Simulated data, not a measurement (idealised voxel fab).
process module | voxel self aligned contacts
cross-section cut | 240 nm wide | cells 5 nm
A cross-section is a grid of square cells, given in bands from the top down. A band is one or more rows of cells.
Each band's line starts with the height of the band's top and of its bottom, in nm. Then come its materials from left to right, each with its width in nm. One material with "throughout" fills the band from edge to edge. "air" is empty space.
Height 0 is the level under which the wafer as received is all one material. The lowest band goes on downwards, as in "0 down".
A width such as "30 to 40" changes by the same amount from each row of cells to the next, from the band's top row to its bottom row.
"no change" after a step means that no cell of the cross-section changed.
closed voids: empty space of 8 cells or more with no open way to the top, each as width x height at its distance from the left edge, in nm
after a step's settings: what the simulator itself notes on the step
overlay nm, on a step with a mask: how far to the right of its planned place the mask lay; to the left if negative
plan
1 op RECEIVE | material Si
2 op OXIDIZE | depth nm 5
3 op DIRECTIONAL_DEP | material polySi | thk nm 20
4 op DIRECTIONAL_DEP | material SiN | thk nm 20
5 op PATTERN | tone cover | mask id GATE | material resist | width nm 35 | pitch nm 75 | thk nm 20 | overlay nm 0
6 op DIRECTIONAL_ETCH | etch materials SiN | depth nm 20
7 op DIRECTIONAL_ETCH | etch materials polySi | depth nm 20
8 op STRIP | etch materials resist
9 op CONFORMAL_DEP | material SiN | thk nm 10
10 op DIRECTIONAL_ETCH | etch materials SiN | depth nm 10
11 op FILL_DEP | material SiO2 | thk nm 15
12 op CMP | height nm 45
13 op MASKED_ETCH | tone open | mask id CONTACT | width nm 50 | pitch nm 75 | etch materials SiO2 | depth nm 50 | overlay nm 0
14 op CONFORMAL_DEP | material TiN | thk nm 5
15 op FILL_DEP | material W | thk nm 5
16 op CMP | height nm 45
17 op CONFORMAL_DEP | material SiN | thk nm 5
first wafer, as planned
as received, after step 1
  0 down: Si throughout
  closed voids: none
after step 2
  0 to -5: SiO2 throughout
  below -5: unchanged
after step 3
  20 to 0: polySi throughout
  below 0: unchanged
after step 4
  40 to 20: SiN throughout
  below 20: unchanged
after step 5
  60 to 40: air 25 | resist 35 | air 40 | resist 35 | air 40 | resist 35 | air 30
  below 40: unchanged
after step 6
  60 to 40: air 25 | resist 35 | air 40 | resist 35 | air 40 | resist 35 | air 30
  40 to 20: air 25 | SiN 35 | air 40 | SiN 35 | air 40 | SiN 35 | air 30
  below 20: unchanged
after step 7
  60 to 40: air 25 | resist 35 | air 40 | resist 35 | air 40 | resist 35 | air 30
  40 to 20: air 25 | SiN 35 | air 40 | SiN 35 | air 40 | SiN 35 | air 30
  20 to 0: air 25 | polySi 35 | air 40 | polySi 35 | air 40 | polySi 35 | air 30
  below 0: unchanged
after step 8
  40 to 20: air 25 | SiN 35 | air 40 | SiN 35 | air 40 | SiN 35 | air 30
  below 20: unchanged
after step 9
  50 to 20: air 15 | SiN 55 | air 20 | SiN 55 | air 20 | SiN 55 | air 20
  20 to 10: air 15 | SiN 10 | polySi 35 | SiN 10 | air 20 | SiN 10 | polySi 35 | SiN 10 | air 20 | SiN 10 | polySi 35 | SiN 10 | air 20
  10 to 0: SiN 25 | polySi 35 | SiN 40 | polySi 35 | SiN 40 | polySi 35 | SiN 30
  below 0: unchanged
after step 10
  40 to 20: air 15 | SiN 55 | air 20 | SiN 55 | air 20 | SiN 55 | air 20
  20 to 0: air 15 | SiN 10 | polySi 35 | SiN 10 | air 20 | SiN 10 | polySi 35 | SiN 10 | air 20 | SiN 10 | polySi 35 | SiN 10 | air 20
  below 0: unchanged
after step 11
  55 to 40: SiO2 throughout
  40 to 20: SiO2 15 | SiN 55 | SiO2 20 | SiN 55 | SiO2 20 | SiN 55 | SiO2 20
  20 to 0: SiO2 15 | SiN 10 | polySi 35 | SiN 10 | SiO2 20 | SiN 10 | polySi 35 | SiN 10 | SiO2 20 | SiN 10 | polySi 35 | SiN 10 | SiO2 20
  below 0: unchanged
after step 12
  45 to 40: SiO2 throughout
  below 40: unchanged
after step 13
  45 to 40: SiO2 55 | air 50 | SiO2 25 | air 50 | SiO2 60
  40 to 20: SiO2 15 | SiN 55 | air 20 | SiN 55 | air 20 | SiN 55 | SiO2 20
  20 to 0: SiO2 15 | SiN 10 | polySi 35 | SiN 10 | air 20 | SiN 10 | polySi 35 | SiN 10 | air 20 | SiN 10 | polySi 35 | SiN 10 | SiO2 20
  0 to -5: SiO2 70 | air 20 | SiO2 55 | air 20 | SiO2 75
  below -5: unchanged
after step 14
  50 to 45: TiN 60 | air 40 | TiN 35 | air 40 | TiN 65
  45 to 40: SiO2 55 | TiN 20 | air 10 | TiN 20 | SiO2 25 | TiN 20 | air 10 | TiN 20 | SiO2 60
  40 to 20: SiO2 15 | SiN 55 | TiN 5 | air 10 | TiN 5 | SiN 55 | TiN 5 | air 10 | TiN 5 | SiN 55 | SiO2 20
  20 to 0: SiO2 15 | SiN 10 | polySi 35 | SiN 10 | TiN 5 | air 10 | TiN 5 | SiN 10 | polySi 35 | SiN 10 | TiN 5 | air 10 | TiN 5 | SiN 10 | polySi 35 | SiN 10 | SiO2 20
  0 to -5: SiO2 70 | TiN 20 | SiO2 55 | TiN 20 | SiO2 75
  below -5: unchanged
after step 15
  55 to 50: W throughout
  50 to 45: TiN 60 | W 40 | TiN 35 | W 40 | TiN 65
  45 to 40: SiO2 55 | TiN 20 | W 10 | TiN 20 | SiO2 25 | TiN 20 | W 10 | TiN 20 | SiO2 60
  40 to 20: SiO2 15 | SiN 55 | TiN 5 | W 10 | TiN 5 | SiN 55 | TiN 5 | W 10 | TiN 5 | SiN 55 | SiO2 20
  20 to 0: SiO2 15 | SiN 10 | polySi 35 | SiN 10 | TiN 5 | W 10 | TiN 5 | SiN 10 | polySi 35 | SiN 10 | TiN 5 | W 10 | TiN 5 | SiN 10 | polySi 35 | SiN 10 | SiO2 20
  below 0: unchanged
after step 16
  45 to 40: SiO2 55 | TiN 20 | W 10 | TiN 20 | SiO2 25 | TiN 20 | W 10 | TiN 20 | SiO2 60
  below 40: unchanged
after step 17
  50 to 45: SiN throughout
  below 45: unchanged
second wafer: like start, like plan, one mistake. Through step 12 it matches the first wafer
when step 13 should have ended
  45 to 40: SiO2 50 | air 60 | SiO2 15 | air 60 | SiO2 55
  40 to 20: SiO2 15 | SiN 55 | air 20 | SiN 55 | air 20 | SiN 55 | SiO2 20
  20 to 0: SiO2 15 | SiN 10 | polySi 35 | SiN 10 | air 20 | SiN 10 | polySi 35 | SiN 10 | air 20 | SiN 10 | polySi 35 | SiN 10 | SiO2 20
  0 to -5: SiO2 70 | air 20 | SiO2 55 | air 20 | SiO2 75
  below -5: unchanged
when step 14 should have ended
  50 to 45: TiN 55 | air 50 | TiN 25 | air 50 | TiN 60
  45 to 40: SiO2 50 | TiN 25 | air 10 | TiN 25 | SiO2 15 | TiN 25 | air 10 | TiN 25 | SiO2 55
  40 to 20: SiO2 15 | SiN 55 | TiN 5 | air 10 | TiN 5 | SiN 55 | TiN 5 | air 10 | TiN 5 | SiN 55 | SiO2 20
  20 to 0: SiO2 15 | SiN 10 | polySi 35 | SiN 10 | TiN 5 | air 10 | TiN 5 | SiN 10 | polySi 35 | SiN 10 | TiN 5 | air 10 | TiN 5 | SiN 10 | polySi 35 | SiN 10 | SiO2 20
  0 to -5: SiO2 70 | TiN 20 | SiO2 55 | TiN 20 | SiO2 75
  below -5: unchanged
when step 15 should have ended
  55 to 50: W throughout
  50 to 45: TiN 55 | W 50 | TiN 25 | W 50 | TiN 60
  45 to 40: SiO2 50 | TiN 25 | W 10 | TiN 25 | SiO2 15 | TiN 25 | W 10 | TiN 25 | SiO2 55
  40 to 20: SiO2 15 | SiN 55 | TiN 5 | W 10 | TiN 5 | SiN 55 | TiN 5 | W 10 | TiN 5 | SiN 55 | SiO2 20
  20 to 0: SiO2 15 | SiN 10 | polySi 35 | SiN 10 | TiN 5 | W 10 | TiN 5 | SiN 10 | polySi 35 | SiN 10 | TiN 5 | W 10 | TiN 5 | SiN 10 | polySi 35 | SiN 10 | SiO2 20
  below 0: unchanged
when step 16 should have ended
  45 to 40: SiO2 50 | TiN 25 | W 10 | TiN 25 | SiO2 15 | TiN 25 | W 10 | TiN 25 | SiO2 55
  below 40: unchanged
when step 17 should have ended
  50 to 45: SiN throughout
  below 45: unchanged
what went wrong: step 13 ran as: op MASKED_ETCH | tone open | mask id CONTACT | width nm 60 | pitch nm 75 | etch materials SiO2 | depth nm 50 | overlay nm 0
at the end the second wafer has, in cells: 4 fewer of SiO2 | 4 more of TiN
